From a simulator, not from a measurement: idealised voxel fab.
Title: Process Module voxel self aligned vias
The cross-section shown here is cut; it is 175 nm wide and divided into square cells measuring 5 nm on a side.
Cross-section format: a grid of square cells, given as bands from top to bottom; each band is one or more rows of cells. Per band: top height and bottom height in nm, followed by the left-to-right materials and their widths in nm; "all across" marks a single material spanning edge to edge, "blank" marks empty space. Beneath 0, the wafer as received is one material, and that level is where height counting begins. The lowest band goes on downward without a bottom; it is written like "0..down". With a width like "30->40", each row of cells in the band differs from the next by the same amount, the top row carrying the first number and the bottom row the second. Where a step carries "nothing got changed", the cross-section came out of it unchanged, cell for cell. Voids not open to the top, 8 cells minimum: see "Sealed internal voids". Written width x height at distance; distance is from the left edge; nm. Past the settings on a step's line: simulator remark, on that step. For masked steps, "overlay nm" on the step line gives how far right of plan the mask actually lay; a minus sign means it lay to the left. Pairs ahead. Before: cross-section ahead of one process step. After: cross-section once the step is done, shown to the lowest changed band only. Under each pair: that step, with settings. Caution: pairs may come from different runs of this module on the same starting wafer; a pair follows the pair above only where its "Incoming profile" entry says so.

Incoming profile:
    80..70: aC all across
    70..50: lowk all across
    50..40: lowk 40 / SiN 25 / lowk 40 / SiN 25 / lowk 45
    40..25: lowk 40 / TiN 5 / W 15 / TiN 5 / lowk 40 / TiN 5 / W 15 / TiN 5 / lowk 45
    25..20: lowk 40 / TiN 25 / lowk 40 / TiN 25 / lowk 45
    20..15: SiCN all across
    15..0: SiO2 all across
    0..down: Si all across
    Sealed internal voids: none

Post-Step Section View:
    110..80: resist 45 / blank 35 / resist 95
    For the remainder of the cross-section, below 80, there is no change.
    Sealed internal voids: none
Step between the cross-sections above: op PATTERN | tone open | mask id VIAS | material resist | width nm 35 | thk nm 30 | overlay nm 10

Incoming profile: after-state, pair directly above.

Post-Step Section View:
    100..80: resist 45 / blank 35 / resist 95
    80..70: aC 45 / blank 35 / aC 95
    For the remainder of the cross-section, below 70, there is no change.
    Sealed internal voids: none
Step between the cross-sections above: op DIRECTIONAL_ETCH | etch materials aC | depth nm 10

Incoming profile: after-state, pair directly above.

Post-Step Section View:
    80..70: aC 45 / blank 35 / aC 95
    For the remainder of the cross-section, below 70, there is no change.
    Sealed internal voids: none
Step between the cross-sections above: op STRIP | etch materials resist

Incoming profile: after-state, pair directly above.

Post-Step Section View:
    80..70: aC 45 / blank 35 / aC 95
    70..50: lowk 45 / blank 35 / lowk 95
    For the remainder of the cross-section, below 50, there is no change.
    Sealed internal voids: none
Step between the cross-sections above: op DIRECTIONAL_ETCH | etch materials lowk | depth nm 20

Incoming profile: after-state, pair directly above.

Post-Step Section View:
    80..70: aC 45 / blank 35 / aC 95
    70..50: lowk 45 / blank 35 / lowk 95
    50..40: lowk 40 / SiN 5 / blank 20 / lowk 40 / SiN 25 / lowk 45
    For the remainder of the cross-section, below 40, there is no change.
    Sealed internal voids: none
Step between the cross-sections above: op DIRECTIONAL_ETCH | etch materials SiN | depth nm 10

Incoming profile: after-state, pair directly above.

Post-Step Section View:
    70..50: lowk 45 / blank 35 / lowk 95
    For the remainder of the cross-section, below 50, there is no change.
    Sealed internal voids: none
Step between the cross-sections above: op STRIP | etch materials aC

Incoming profile: after-state, pair directly above.

Post-Step Section View:
    75..70: TiN 50 / blank 25 / TiN 100
    70..55: lowk 45 / TiN 5 / blank 25 / TiN 5 / lowk 95
    55..50: lowk 45 / TiN 5 / blank 10 / TiN 20 / lowk 95
    50..45: lowk 40 / SiN 5 / TiN 5 / blank 10 / TiN 5 / lowk 40 / SiN 25 / lowk 45
    45..40: lowk 40 / SiN 5 / TiN 20 / lowk 40 / SiN 25 / lowk 45
    For the remainder of the cross-section, below 40, there is no change.
    Sealed internal voids: none
Step between the cross-sections above: op CONFORMAL_DEP | material TiN | thk nm 5

Incoming profile: after-state, pair directly above.

Post-Step Section View:
    85..75: W all across
    75..70: TiN 50 / W 25 / TiN 100
    70..55: lowk 45 / TiN 5 / W 25 / TiN 5 / lowk 95
    55..50: lowk 45 / TiN 5 / W 10 / TiN 20 / lowk 95
    50..45: lowk 40 / SiN 5 / TiN 5 / W 10 / TiN 5 / lowk 40 / SiN 25 / lowk 45
    For the remainder of the cross-section, below 45, there is no change.
    Sealed internal voids: none
Step between the cross-sections above: op FILL_DEP | material W | thk nm 10

Incoming profile: after-state, pair directly above.

Post-Step Section View:
    70..55: lowk 45 / TiN 5 / W 25 / TiN 5 / lowk 95
    For the remainder of the cross-section, below 55, there is no change.
    Sealed internal voids: none
Step between the cross-sections above: op CMP | height nm 70

Incoming profile: after-state, pair directly above.

Post-Step Section View:
    75..70: SiN all across
    For the remainder of the cross-section, below 70, there is no change.
    Sealed internal voids: none
Step between the cross-sections above: op CONFORMAL_DEP | material SiN | thk nm 5

Incoming profile:
    20..15: SiCN all across
    15..0: SiO2 all across
    0..down: Si all across
    Sealed internal voids: none

Post-Step Section View:
    50..15: SiCN all across
    For the remainder of the cross-section, below 15, there is no change.
    Sealed internal voids: none
Step between the cross-sections above: op DIRECTIONAL_DEP | material SiCN | thk nm 30

Incoming profile: after-state, pair directly above.

Post-Step Section View:
    65..50: aC all across
    For the remainder of the cross-section, below 50, there is no change.
    Sealed internal voids: none
Step between the cross-sections above: op DIRECTIONAL_DEP | material aC | thk nm 15

Incoming profile: after-state, pair directly above.

Post-Step Section View:
    100..65: resist 40 / blank 25 / resist 40 / blank 25 / resist 45
    For the remainder of the cross-section, below 65, there is no change.
    Sealed internal voids: none
Step between the cross-sections above: op PATTERN | tone open | mask id LINES | material resist | width nm 25 | pitch nm 65 | thk nm 35 | overlay nm 0

Incoming profile: after-state, pair directly above.

Post-Step Section View:
    85..65: resist 40 / blank 25 / resist 40 / blank 25 / resist 45
    65..50: aC 40 / blank 25 / aC 40 / blank 25 / aC 45
    For the remainder of the cross-section, below 50, there is no change.
    Sealed internal voids: none
Step between the cross-sections above: op DIRECTIONAL_ETCH | etch materials aC | depth nm 15

Incoming profile: after-state, pair directly above.

Post-Step Section View:
    65..50: aC 40 / blank 25 / aC 40 / blank 25 / aC 45
    For the remainder of the cross-section, below 50, there is no change.
    Sealed internal voids: none
Step between the cross-sections above: op STRIP | etch materials resist

Incoming profile: after-state, pair directly above.

Post-Step Section View:
    50..15: SiCN all across
    For the remainder of the cross-section, below 15, there is no change.
    Sealed internal voids: none
Step between the cross-sections above: op STRIP | etch materials aC

Incoming profile: after-state, pair directly above.

Post-Step Section View:
    55..50: TiN all across
    For the remainder of the cross-section, below 50, there is no change.
    Sealed internal voids: none
Step between the cross-sections above: op CONFORMAL_DEP | material TiN | thk nm 5

Incoming profile: after-state, pair directly above.

Post-Step Section View:
    60..55: W all across
    For the remainder of the cross-section, below 55, there is no change.
    Sealed internal voids: none
Step between the cross-sections above: op FILL_DEP | material W | thk nm 5

Incoming profile: after-state, pair directly above.

Post-Step Section View:
    50..15: SiCN all across
    For the remainder of the cross-section, below 15, there is no change.
    Sealed internal voids: none
Step between the cross-sections above: op CMP | height nm 50

Incoming profile: after-state, pair directly above.

Post-Step Section View:
    60..50: SiN all across
    For the remainder of the cross-section, below 50, there is no change.
    Sealed internal voids: none
Step between the cross-sections above: op FILL_DEP | material SiN | thk nm 10

Incoming profile: after-state, pair directly above.

Post-Step Section View:
    50..15: SiCN all across
    For the remainder of the cross-section, below 15, there is no change.
    Sealed internal voids: none
Step between the cross-sections above: op CMP | height nm 50

Incoming profile: after-state, pair directly above.

Post-Step Section View:
    70..50: lowk all across
    For the remainder of the cross-section, below 50, there is no change.
    Sealed internal voids: none
Step between the cross-sections above: op DIRECTIONAL_DEP | material lowk | thk nm 20

Incoming profile: after-state, pair directly above.

Post-Step Section View:
    80..70: aC all across
    For the remainder of the cross-section, below 70, there is no change.
    Sealed internal voids: none
Step between the cross-sections above: op DIRECTIONAL_DEP | material aC | thk nm 10

Incoming profile: after-state, pair directly above.

Post-Step Section View:
    110..80: resist 35 / blank 35 / resist 105
    For the remainder of the cross-section, below 80, there is no change.
    Sealed internal voids: none
Step between the cross-sections above: op PATTERN | tone open | mask id VIAS | material resist | width nm 35 | thk nm 30 | overlay nm 0

Incoming profile: after-state, pair directly above.

Post-Step Section View:
    100..80: resist 35 / blank 35 / resist 105
    80..70: aC 35 / blank 35 / aC 105
    For the remainder of the cross-section, below 70, there is no change.
    Sealed internal voids: none
Step between the cross-sections above: op DIRECTIONAL_ETCH | etch materials aC | depth nm 10

Incoming profile: after-state, pair directly above.

Post-Step Section View:
    80..70: aC 35 / blank 35 / aC 105
    For the remainder of the cross-section, below 70, there is no change.
    Sealed internal voids: none
Step between the cross-sections above: op STRIP | etch materials resist

Incoming profile: after-state, pair directly above.

Post-Step Section View:
    80..70: aC 35 / blank 35 / aC 105
    70..50: lowk 35 / blank 35 / lowk 105
    For the remainder of the cross-section, below 50, there is no change.
    Sealed internal voids: none
Step between the cross-sections above: op DIRECTIONAL_ETCH | etch materials lowk | depth nm 20

Incoming profile: after-state, pair directly above.

Post-Step Section View:
    70..50: lowk 35 / blank 35 / lowk 105
    For the remainder of the cross-section, below 50, there is no change.
    Sealed internal voids: none
Step between the cross-sections above: op STRIP | etch materials aC

Incoming profile: after-state, pair directly above.

Post-Step Section View:
    75..70: TiN 40 / blank 25 / TiN 110
    70..55: lowk 35 / TiN 5 / blank 25 / TiN 5 / lowk 105
    55..50: lowk 35 / TiN 35 / lowk 105
    For the remainder of the cross-section, below 50, there is no change.
    Sealed internal voids: none
Step between the cross-sections above: op CONFORMAL_DEP | material TiN | thk nm 5

Incoming profile: after-state, pair directly above.

Post-Step Section View:
    85..75: W all across
    75..70: TiN 40 / W 25 / TiN 110
    70..55: lowk 35 / TiN 5 / W 25 / TiN 5 / lowk 105
    For the remainder of the cross-section, below 55, there is no change.
    Sealed internal voids: none
Step between the cross-sections above: op FILL_DEP | material W | thk nm 10

Incoming profile: after-state, pair directly above.

Post-Step Section View:
    70..55: lowk 35 / TiN 5 / W 25 / TiN 5 / lowk 105
    For the remainder of the cross-section, below 55, there is no change.
    Sealed internal voids: none
Step between the cross-sections above: op CMP | height nm 70

Incoming profile: after-state, pair directly above.

Post-Step Section View:
    75..70: SiN all across
    For the remainder of the cross-section, below 70, there is no change.
    Sealed internal voids: none
Step between the cross-sections above: op CONFORMAL_DEP | material SiN | thk nm 5

Incoming profile:
    65..50: aC all across
    50..20: lowk all across
    20..15: SiCN all across
    15..0: SiO2 all across
    0..down: Si all across
    Sealed internal voids: none

Post-Step Section View:
    100..65: blank 40 / resist 25 / blank 40 / resist 25 / blank 45
    For the remainder of the cross-section, below 65, there is no change.
    Sealed internal voids: none
Step between the cross-sections above: op PATTERN | tone cover | mask id LINES | material resist | width nm 25 | pitch nm 65 | thk nm 35 | overlay nm 0

Incoming profile: after-state, pair directly above.

Post-Step Section View:
    85..65: blank 40 / resist 25 / blank 40 / resist 25 / blank 45
    65..50: blank 40 / aC 25 / blank 40 / aC 25 / blank 45
    For the remainder of the cross-section, below 50, there is no change.
    Sealed internal voids: none
Step between the cross-sections above: op DIRECTIONAL_ETCH | etch materials aC | depth nm 15

Incoming profile: after-state, pair directly above.

Post-Step Section View:
    65..50: blank 40 / aC 25 / blank 40 / aC 25 / blank 45
    For the remainder of the cross-section, below 50, there is no change.
    Sealed internal voids: none
Step between the cross-sections above: op STRIP | etch materials resist

Incoming profile: after-state, pair directly above.

Post-Step Section View:
    65..50: blank 40 / aC 25 / blank 40 / aC 25 / blank 45
    50..20: blank 40 / lowk 25 / blank 40 / lowk 25 / blank 45
    For the remainder of the cross-section, below 20, there is no change.
    Sealed internal voids: none
Step between the cross-sections above: op DIRECTIONAL_ETCH | etch materials lowk | depth nm 30

Incoming profile: after-state, pair directly above.

Post-Step Section View:
    50..20: blank 40 / lowk 25 / blank 40 / lowk 25 / blank 45
    For the remainder of the cross-section, below 20, there is no change.
    Sealed internal voids: none
Step between the cross-sections above: op STRIP | etch materials aC

Incoming profile: after-state, pair directly above.

Post-Step Section View:
    55..50: blank 35 / TiN 35 / blank 30 / TiN 35 / blank 40
    50..25: blank 35 / TiN 5 / lowk 25 / TiN 5 / blank 30 / TiN 5 / lowk 25 / TiN 5 / blank 40
    25..20: TiN 40 / lowk 25 / TiN 40 / lowk 25 / TiN 45
    For the remainder of the cross-section, below 20, there is no change.
    Sealed internal voids: none
Step between the cross-sections above: op CONFORMAL_DEP | material TiN | thk nm 5

Incoming profile: after-state, pair directly above.

Post-Step Section View:
    60..55: W all across
    55..50: W 35 / TiN 35 / W 30 / TiN 35 / W 40
    50..25: W 35 / TiN 5 / lowk 25 / TiN 5 / W 30 / TiN 5 / lowk 25 / TiN 5 / W 40
    For the remainder of the cross-section, below 25, there is no change.
    Sealed internal voids: none
Step between the cross-sections above: op FILL_DEP | material W | thk nm 5

Incoming profile: after-state, pair directly above.

Post-Step Section View:
    50..25: W 35 / TiN 5 / lowk 25 / TiN 5 / W 30 / TiN 5 / lowk 25 / TiN 5 / W 40
    For the remainder of the cross-section, below 25, there is no change.
    Sealed internal voids: none
Step between the cross-sections above: op CMP | height nm 50

Incoming profile: after-state, pair directly above.

Post-Step Section View:
    50..40: blank 40 / lowk 25 / blank 40 / lowk 25 / blank 45
    For the remainder of the cross-section, below 40, there is no change.
    Sealed internal voids: none
Step between the cross-sections above: op SELECTIVE_ETCH | etch materials W Ru TiN | depth nm 10

Incoming profile: after-state, pair directly above.

Post-Step Section View:
    60..50: SiN all across
    50..40: SiN 40 / lowk 25 / SiN 40 / lowk 25 / SiN 45
    For the remainder of the cross-section, below 40, there is no change.
    Sealed internal voids: none
Step between the cross-sections above: op FILL_DEP | material SiN | thk nm 10

Incoming profile: after-state, pair directly above.

Post-Step Section View:
    50..40: SiN 40 / lowk 25 / SiN 40 / lowk 25 / SiN 45
    For the remainder of the cross-section, below 40, there is no change.
    Sealed internal voids: none
Step between the cross-sections above: op CMP | height nm 50

Incoming profile: after-state, pair directly above.

Post-Step Section View:
    70..50: lowk all across
    For the remainder of the cross-section, below 50, there is no change.
    Sealed internal voids: none
Step between the cross-sections above: op DIRECTIONAL_DEP | material lowk | thk nm 20

Incoming profile: after-state, pair directly above.

Post-Step Section View:
    80..70: aC all across
    For the remainder of the cross-section, below 70, there is no change.
    Sealed internal voids: none
Step between the cross-sections above: op DIRECTIONAL_DEP | material aC | thk nm 10

Incoming profile: after-state, pair directly above.

Post-Step Section View:
    110..80: resist 35 / blank 35 / resist 105
    For the remainder of the cross-section, below 80, there is no change.
    Sealed internal voids: none
Step between the cross-sections above: op PATTERN | tone open | mask id VIAS | material resist | width nm 35 | thk nm 30 | overlay nm 0

Incoming profile: after-state, pair directly above.

Post-Step Section View:
    100..80: resist 35 / blank 35 / resist 105
    80..70: aC 35 / blank 35 / aC 105
    For the remainder of the cross-section, below 70, there is no change.
    Sealed internal voids: none
Step between the cross-sections above: op DIRECTIONAL_ETCH | etch materials aC | depth nm 10

Incoming profile: after-state, pair directly above.

Post-Step Section View:
    80..70: aC 35 / blank 35 / aC 105
    For the remainder of the cross-section, below 70, there is no change.
    Sealed internal voids: none
Step between the cross-sections above: op STRIP | etch materials resist

Incoming profile: after-state, pair directly above.

Post-Step Section View:
    80..70: aC 35 / blank 35 / aC 105
    70..50: lowk 35 / blank 35 / lowk 105
    For the remainder of the cross-section, below 50, there is no change.
    Sealed internal voids: none
Step between the cross-sections above: op DIRECTIONAL_ETCH | etch materials lowk | depth nm 20

Incoming profile: after-state, pair directly above.

Post-Step Section View:
    80..70: aC 35 / blank 35 / aC 105
    70..50: lowk 35 / blank 35 / lowk 105
    50..40: SiN 35 / blank 5 / lowk 25 / blank 5 / SiN 35 / lowk 25 / SiN 45
    For the remainder of the cross-section, below 40, there is no change.
    Sealed internal voids: none
Step between the cross-sections above: op DIRECTIONAL_ETCH | etch materials SiN | depth nm 10

Incoming profile: after-state, pair directly above.

Post-Step Section View:
    70..50: lowk 35 / blank 35 / lowk 105
    For the remainder of the cross-section, below 50, there is no change.
    Sealed internal voids: none
Step between the cross-sections above: op STRIP | etch materials aC

Incoming profile: after-state, pair directly above.

Post-Step Section View:
    75..70: TiN 40 / blank 25 / TiN 110
    70..55: lowk 35 / TiN 5 / blank 25 / TiN 5 / lowk 105
    55..50: lowk 35 / TiN 35 / lowk 105
    50..40: SiN 35 / TiN 5 / lowk 25 / TiN 5 / SiN 35 / lowk 25 / SiN 45
    For the remainder of the cross-section, below 40, there is no change.
    Sealed internal voids: none
Step between the cross-sections above: op CONFORMAL_DEP | material TiN | thk nm 5

Incoming profile: after-state, pair directly above.

Post-Step Section View:
    85..75: W all across
    75..70: TiN 40 / W 25 / TiN 110
    70..55: lowk 35 / TiN 5 / W 25 / TiN 5 / lowk 105
    For the remainder of the cross-section, below 55, there is no change.
    Sealed internal voids: none
Step between the cross-sections above: op FILL_DEP | material W | thk nm 10

Incoming profile: after-state, pair directly above.

Post-Step Section View:
    70..55: lowk 35 / TiN 5 / W 25 / TiN 5 / lowk 105
    For the remainder of the cross-section, below 55, there is no change.
    Sealed internal voids: none
Step between the cross-sections above: op CMP | height nm 70

Incoming profile: after-state, pair directly above.

Post-Step Section View:
    75..70: SiN all across
    For the remainder of the cross-section, below 70, there is no change.
    Sealed internal voids: none
Step between the cross-sections above: op CONFORMAL_DEP | material SiN | thk nm 5
